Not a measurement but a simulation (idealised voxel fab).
Process module in this document: voxel self aligned contacts
Section cut is 215 nm wide and gridded with 5 nm square cells.
In what follows, cross-sections appear as grids of square cells, described through bands that run from the top down, where every band is one or more rows of cells.
For a band, the entry starts with two heights in nm, that of the top and then that of the bottom, and carries on with the band's materials in order from left to right, each alongside its width in nm; the word "everywhere" beside a single material means it fills the band edge to edge, and "blank" means empty space.
Below 0: as-received wafer, all one material; heights counted from there. Lowest band: no bottom, goes on down, written "0 and below".
Width "30->40": first value at the band's top row of cells, second value at its bottom row, equal change from row to row.
Take "nothing was modified" at face value: in the step it is given for, the cross-section changed in none of its cells.
Under "Entrapped voids" you'll find the enclosed gaps, the ones with no way out to the top, that are 8 cells or bigger; each reads width x height at distance, with distance counted from the left edge, everything in nm.
Past the settings on a step's line: simulator remark, on that step.
The setting "overlay nm" may be written on the line of a step. When the step uses a mask, the value reports how far to the right of the planned place the mask lay, and a negative value reports that it lay to the left.
Each pair below shows a cross-section before one step and the cross-section after it, down to the lowest band that changed. The line under each pair gives the step between them, with its settings. The pairs can come from different runs of this module on the same starting wafer, so a pair continues from the pair above only where its "Geometry before processing" says so.

## Geometry before processing
  75 down to 60: aC 50 nm, then blank 50 nm, then aC 15 nm, then blank 50 nm, then aC 50 nm
  60 down to 50: SiO2 everywhere
  50 down to 25: SiO2 20 nm, then SiN 45 nm, then SiO2 20 nm, then SiN 45 nm, then SiO2 20 nm, then SiN 45 nm, then SiO2 20 nm
  25 down to 5: SiO2 20 nm, then SiN 10 nm, then polySi 25 nm, then SiN 10 nm, then SiO2 20 nm, then SiN 10 nm, then polySi 25 nm, then SiN 10 nm, then SiO2 20 nm, then SiN 10 nm, then polySi 25 nm, then SiN 10 nm, then SiO2 20 nm
  5 down to 0: SiCN everywhere
  0 and below: Si everywhere
  Entrapped voids: none

## Resulting Cross-Section
  75 down to 60: aC 50 nm, then blank 50 nm, then aC 15 nm, then blank 50 nm, then aC 50 nm
  60 down to 50: SiO2 50 nm, then blank 50 nm, then SiO2 15 nm, then blank 50 nm, then SiO2 50 nm
  50 down to 25: SiO2 20 nm, then SiN 45 nm, then blank 20 nm, then SiN 45 nm, then blank 20 nm, then SiN 45 nm, then SiO2 20 nm
  25 down to 5: SiO2 20 nm, then SiN 10 nm, then polySi 25 nm, then SiN 10 nm, then blank 20 nm, then SiN 10 nm, then polySi 25 nm, then SiN 10 nm, then blank 20 nm, then SiN 10 nm, then polySi 25 nm, then SiN 10 nm, then SiO2 20 nm
  For the remainder of the cross-section, below 5, there is no change.
  Entrapped voids: none
The process step separating the two cross-sections depicted above is as follows: DIRECTIONAL_ETCH | etch materials SiO2 | depth nm 60

Geometry before processing: = after-state of the pair above.

## Resulting Cross-Section
  60 down to 50: SiO2 50 nm, then blank 50 nm, then SiO2 15 nm, then blank 50 nm, then SiO2 50 nm
  For the remainder of the cross-section, below 50, there is no change.
  Entrapped voids: none
The process step separating the two cross-sections depicted above is as follows: STRIP | etch materials aC

Geometry before processing: = after-state of the pair above.

## Resulting Cross-Section
  65 down to 60: TiN 55 nm, then blank 40 nm, then TiN 25 nm, then blank 40 nm, then TiN 55 nm
  60 down to 50: SiO2 50 nm, then TiN 5->20 nm, then blank 40->10 nm, then TiN 5->20 nm, then SiO2 15 nm, then TiN 5->20 nm, then blank 40->10 nm, then TiN 5->20 nm, then SiO2 50 nm
  50 down to 25: SiO2 20 nm, then SiN 45 nm, then TiN 5 nm, then blank 10 nm, then TiN 5 nm, then SiN 45 nm, then TiN 5 nm, then blank 10 nm, then TiN 5 nm, then SiN 45 nm, then SiO2 20 nm
  25 down to 10: SiO2 20 nm, then SiN 10 nm, then polySi 25 nm, then SiN 10 nm, then TiN 5 nm, then blank 10 nm, then TiN 5 nm, then SiN 10 nm, then polySi 25 nm, then SiN 10 nm, then TiN 5 nm, then blank 10 nm, then TiN 5 nm, then SiN 10 nm, then polySi 25 nm, then SiN 10 nm, then SiO2 20 nm
  10 down to 5: SiO2 20 nm, then SiN 10 nm, then polySi 25 nm, then SiN 10 nm, then TiN 20 nm, then SiN 10 nm, then polySi 25 nm, then SiN 10 nm, then TiN 20 nm, then SiN 10 nm, then polySi 25 nm, then SiN 10 nm, then SiO2 20 nm
  For the remainder of the cross-section, below 5, there is no change.
  Entrapped voids: none
The process step separating the two cross-sections depicted above is as follows: CONFORMAL_DEP | material TiN | thk nm 5

Geometry before processing: = after-state of the pair above.

## Resulting Cross-Section
  70 down to 65: Ru everywhere
  65 down to 60: TiN 55 nm, then Ru 40 nm, then TiN 25 nm, then Ru 40 nm, then TiN 55 nm
  60 down to 50: SiO2 50 nm, then TiN 5->20 nm, then Ru 40->10 nm, then TiN 5->20 nm, then SiO2 15 nm, then TiN 5->20 nm, then Ru 40->10 nm, then TiN 5->20 nm, then SiO2 50 nm
  50 down to 25: SiO2 20 nm, then SiN 45 nm, then TiN 5 nm, then Ru 10 nm, then TiN 5 nm, then SiN 45 nm, then TiN 5 nm, then Ru 10 nm, then TiN 5 nm, then SiN 45 nm, then SiO2 20 nm
  25 down to 10: SiO2 20 nm, then SiN 10 nm, then polySi 25 nm, then SiN 10 nm, then TiN 5 nm, then Ru 10 nm, then TiN 5 nm, then SiN 10 nm, then polySi 25 nm, then SiN 10 nm, then TiN 5 nm, then Ru 10 nm, then TiN 5 nm, then SiN 10 nm, then polySi 25 nm, then SiN 10 nm, then SiO2 20 nm
  For the remainder of the cross-section, below 10, there is no change.
  Entrapped voids: none
The process step separating the two cross-sections depicted above is as follows: FILL_DEP | material Ru | thk nm 5

Geometry before processing: = after-state of the pair above.

## Resulting Cross-Section
  60 down to 50: SiO2 50 nm, then TiN 5->20 nm, then Ru 40->10 nm, then TiN 5->20 nm, then SiO2 15 nm, then TiN 5->20 nm, then Ru 40->10 nm, then TiN 5->20 nm, then SiO2 50 nm
  For the remainder of the cross-section, below 50, there is no change.
  Entrapped voids: none
The process step separating the two cross-sections depicted above is as follows: CMP | height nm 60

Geometry before processing: = after-state of the pair above.

## Resulting Cross-Section
  65 down to 60: SiCN everywhere
  For the remainder of the cross-section, below 60, there is no change.
  Entrapped voids: none
The process step separating the two cross-sections depicted above is as follows: CONFORMAL_DEP | material SiCN | thk nm 5

## Geometry before processing
  75 down to 60: aC everywhere
  60 down to 50: SiO2 everywhere
  50 down to 25: SiO2 20 nm, then SiN 45 nm, then SiO2 20 nm, then SiN 45 nm, then SiO2 20 nm, then SiN 45 nm, then SiO2 20 nm
  25 down to 5: SiO2 20 nm, then SiN 10 nm, then polySi 25 nm, then SiN 10 nm, then SiO2 20 nm, then SiN 10 nm, then polySi 25 nm, then SiN 10 nm, then SiO2 20 nm, then SiN 10 nm, then polySi 25 nm, then SiN 10 nm, then SiO2 20 nm
  5 down to 0: SiO2 everywhere
  0 and below: Si everywhere
  Entrapped voids: none

## Resulting Cross-Section
  110 down to 75: blank 50 nm, then resist 50 nm, then blank 15 nm, then resist 50 nm, then blank 50 nm
  For the remainder of the cross-section, below 75, there is no change.
  Entrapped voids: none
The process step separating the two cross-sections depicted above is as follows: PATTERN | tone cover | mask id CONTACT | material resist | width nm 50 | pitch nm 65 | thk nm 35 | overlay nm 0

Geometry before processing: = after-state of the pair above.

## Resulting Cross-Section
  95 down to 75: blank 50 nm, then resist 50 nm, then blank 15 nm, then resist 50 nm, then blank 50 nm
  75 down to 60: blank 50 nm, then aC 50 nm, then blank 15 nm, then aC 50 nm, then blank 50 nm
  For the remainder of the cross-section, below 60, there is no change.
  Entrapped voids: none
The process step separating the two cross-sections depicted above is as follows: DIRECTIONAL_ETCH | etch materials aC | depth nm 15

Geometry before processing: = after-state of the pair above.

## Resulting Cross-Section
  75 down to 60: blank 50 nm, then aC 50 nm, then blank 15 nm, then aC 50 nm, then blank 50 nm
  For the remainder of the cross-section, below 60, there is no change.
  Entrapped voids: none
The process step separating the two cross-sections depicted above is as follows: STRIP | etch materials resist

Geometry before processing: = after-state of the pair above.

## Resulting Cross-Section
  75 down to 60: blank 50 nm, then aC 50 nm, then blank 15 nm, then aC 50 nm, then blank 50 nm
  60 down to 50: blank 50 nm, then SiO2 50 nm, then blank 15 nm, then SiO2 50 nm, then blank 50 nm
  50 down to 25: blank 20 nm, then SiN 45 nm, then SiO2 20 nm, then SiN 45 nm, then SiO2 20 nm, then SiN 45 nm, then blank 20 nm
  25 down to 5: blank 20 nm, then SiN 10 nm, then polySi 25 nm, then SiN 10 nm, then SiO2 20 nm, then SiN 10 nm, then polySi 25 nm, then SiN 10 nm, then SiO2 20 nm, then SiN 10 nm, then polySi 25 nm, then SiN 10 nm, then blank 20 nm
  5 down to 0: blank 20 nm, then SiO2 175 nm, then blank 20 nm
  For the remainder of the cross-section, below 0, there is no change.
  Entrapped voids: none
The process step separating the two cross-sections depicted above is as follows: DIRECTIONAL_ETCH | etch materials SiO2 | depth nm 60

Geometry before processing: = after-state of the pair above.

## Resulting Cross-Section
  60 down to 50: blank 50 nm, then SiO2 50 nm, then blank 15 nm, then SiO2 50 nm, then blank 50 nm
  For the remainder of the cross-section, below 50, there is no change.
  Entrapped voids: none
The process step separating the two cross-sections depicted above is as follows: STRIP | etch materials aC

Geometry before processing: = after-state of the pair above.

## Resulting Cross-Section
  65 down to 60: blank 45 nm, then TiN 60 nm, then blank 5 nm, then TiN 60 nm, then blank 45 nm
  60 down to 55: blank 45 nm, then TiN 5 nm, then SiO2 50 nm, then TiN 5 nm, then blank 5 nm, then TiN 5 nm, then SiO2 50 nm, then TiN 5 nm, then blank 45 nm
  55 down to 50: blank 15 nm, then TiN 35 nm, then SiO2 50 nm, then TiN 15 nm, then SiO2 50 nm, then TiN 35 nm, then blank 15 nm
  50 down to 25: blank 15 nm, then TiN 5 nm, then SiN 45 nm, then SiO2 20 nm, then SiN 45 nm, then SiO2 20 nm, then SiN 45 nm, then TiN 5 nm, then blank 15 nm
  25 down to 5: blank 15 nm, then TiN 5 nm, then SiN 10 nm, then polySi 25 nm, then SiN 10 nm, then SiO2 20 nm, then SiN 10 nm, then polySi 25 nm, then SiN 10 nm, then SiO2 20 nm, then SiN 10 nm, then polySi 25 nm, then SiN 10 nm, then TiN 5 nm, then blank 15 nm
  5 down to 0: TiN 20 nm, then SiO2 175 nm, then TiN 20 nm
  For the remainder of the cross-section, below 0, there is no change.
  Entrapped voids: none
The process step separating the two cross-sections depicted above is as follows: CONFORMAL_DEP | material TiN | thk nm 5

Geometry before processing: = after-state of the pair above.

## Resulting Cross-Section
  70 down to 65: Ru everywhere
  65 down to 60: Ru 45 nm, then TiN 60 nm, then Ru 5 nm, then TiN 60 nm, then Ru 45 nm
  60 down to 55: Ru 45 nm, then TiN 5 nm, then SiO2 50 nm, then TiN 5 nm, then Ru 5 nm, then TiN 5 nm, then SiO2 50 nm, then TiN 5 nm, then Ru 45 nm
  55 down to 50: Ru 15 nm, then TiN 35 nm, then SiO2 50 nm, then TiN 15 nm, then SiO2 50 nm, then TiN 35 nm, then Ru 15 nm
  50 down to 25: Ru 15 nm, then TiN 5 nm, then SiN 45 nm, then SiO2 20 nm, then SiN 45 nm, then SiO2 20 nm, then SiN 45 nm, then TiN 5 nm, then Ru 15 nm
  25 down to 5: Ru 15 nm, then TiN 5 nm, then SiN 10 nm, then polySi 25 nm, then SiN 10 nm, then SiO2 20 nm, then SiN 10 nm, then polySi 25 nm, then SiN 10 nm, then SiO2 20 nm, then SiN 10 nm, then polySi 25 nm, then SiN 10 nm, then TiN 5 nm, then Ru 15 nm
  For the remainder of the cross-section, below 5, there is no change.
  Entrapped voids: none
The process step separating the two cross-sections depicted above is as follows: FILL_DEP | material Ru | thk nm 5

Geometry before processing: = after-state of the pair above.

## Resulting Cross-Section
  60 down to 55: Ru 45 nm, then TiN 5 nm, then SiO2 50 nm, then TiN 5 nm, then Ru 5 nm, then TiN 5 nm, then SiO2 50 nm, then TiN 5 nm, then Ru 45 nm
  For the remainder of the cross-section, below 55, there is no change.
  Entrapped voids: none
The process step separating the two cross-sections depicted above is as follows: CMP | height nm 60

Geometry before processing: = after-state of the pair above.

## Resulting Cross-Section
  65 down to 60: SiCN everywhere
  For the remainder of the cross-section, below 60, there is no change.
  Entrapped voids: none
The process step separating the two cross-sections depicted above is as follows: CONFORMAL_DEP | material SiCN | thk nm 5
